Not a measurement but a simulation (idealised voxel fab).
The following process module bears the name voxel self aligned vias.
Square cell edge 5 nm, section width 155 nm, ID cut.
A cross-section in this document is a grid of square cells, and it is written down as bands, the top band listed before the ones below it; a band is made up of one or more rows of cells.
It is stipulated that each band's entry specify, in nanometres, the height of the top of the band and then that of its bottom, followed by the materials of the band in left-to-right sequence, each together with its width in nanometres. A single material marked by the word "all across" is understood to fill the band from edge to edge; the word "air" is understood to denote empty space.
Where do heights start? At 0: under that level the wafer as delivered is made of one material only. And the lowest band has no floor; it just carries on downward, as in "0 -> down".
Top row gets the first number, bottom row gets the second, and each row in between changes by the same step: that is how a band width like "30->40" works.
When a step is marked "nothing different", none of the cells in the cross-section changed during that step.
Reported under the label "Closed void roster" are the empty spaces having no open way to the top and comprising 8 cells or more; the notation for each is width x height at distance, in which the distance is measured from the left edge and all three values are in nm.
That trailing text on a step's line, after the settings, is the simulator's own remark on the step.
overlay nm: for a step with a mask, the amount by which the mask lay right of where it was planned; a negative amount means left of it.
plan
1) RECEIVE,material Si
2) CONFORMAL_DEP,material SiO2,thk nm 15
3) CONFORMAL_DEP,material SiCN,thk nm 5
4) DIRECTIONAL_DEP,material SiO2,thk nm 20
5) DIRECTIONAL_DEP,material aC,thk nm 15
6) PATTERN,tone open,mask id LINES,material resist,width nm 20,pitch nm 70,thk nm 30,overlay nm 0
7) DIRECTIONAL_ETCH,etch materials aC,depth nm 15
8) STRIP,etch materials resist
9) DIRECTIONAL_ETCH,etch materials SiO2,depth nm 20
10) STRIP,etch materials aC
11) CONFORMAL_DEP,material TiN,thk nm 5
12) FILL_DEP,material W,thk nm 10
13) CMP,height nm 40
14) SELECTIVE_ETCH,etch materials W Ru TiN,depth nm 5
15) FILL_DEP,material SiN,thk nm 10
16) CMP,height nm 40
17) DIRECTIONAL_DEP,material SiO2,thk nm 20
18) DIRECTIONAL_DEP,material aC,thk nm 10
19) PATTERN,tone open,mask id VIAS,material resist,width nm 40,thk nm 30,overlay nm 0
20) DIRECTIONAL_ETCH,etch materials aC,depth nm 10
21) STRIP,etch materials resist
22) DIRECTIONAL_ETCH,etch materials SiO2,depth nm 20
23) DIRECTIONAL_ETCH,etch materials SiN,depth nm 5
24) STRIP,etch materials aC
25) CONFORMAL_DEP,material TiN,thk nm 5
26) FILL_DEP,material Cu,thk nm 5
27) CMP,height nm 60
28) CONFORMAL_DEP,material SiN,thk nm 5
As-received state of the wafer in cross-section, equivalent to post-step 1
- 0 -> down  Si all across
- Closed void roster: none
Cross-section, first of two wafers, end of module, run as planned
- 65 -> 60  SiN all across
- 60 -> 45  SiO2 20 / TiN 5 / Cu 30 / TiN 5 / SiO2 95
- 45 -> 40  SiO2 20 / TiN 15 / Cu 10 / TiN 15 / SiO2 95
- 40 -> 35  SiO2 30 / TiN 20 / SiO2 50 / SiN 20 / SiO2 35
- 35 -> 25  SiO2 30 / TiN 5 / W 10 / TiN 5 / SiO2 50 / TiN 5 / W 10 / TiN 5 / SiO2 35
- 25 -> 20  SiO2 30 / TiN 20 / SiO2 50 / TiN 20 / SiO2 35
- 20 -> 15  SiCN all across
- 15 -> 0  SiO2 all across
- 0 -> down  Si all across
- Closed void roster: none
Module end: cross-section of wafer two of two. Same start and process plan as the first wafer. One mistake during execution
- 65 -> 60  SiN all across
- 60 -> 40  SiO2 20 / TiN 5 / Cu 30 / TiN 5 / SiO2 95
- 40 -> 35  SiN 20 / TiN 40 / SiN 95
- 35 -> 20  SiO2 30 / TiN 5 / W 10 / TiN 5 / SiO2 50 / TiN 5 / W 10 / TiN 5 / SiO2 35
- 20 -> 15  SiO2 30 / TiN 20 / SiO2 50 / TiN 20 / SiO2 35
- 15 -> 0  SiO2 all across
- 0 -> down  Si all across
- Closed void roster: none
Plan not followed: step 3 in the plan did not get run; it was skipped
The final cell counts differ between the wafers, with the second having more or fewer of some materials than the first: +4 Cu | -31 SiCN | +19 SiN | +4 TiN | +4 W
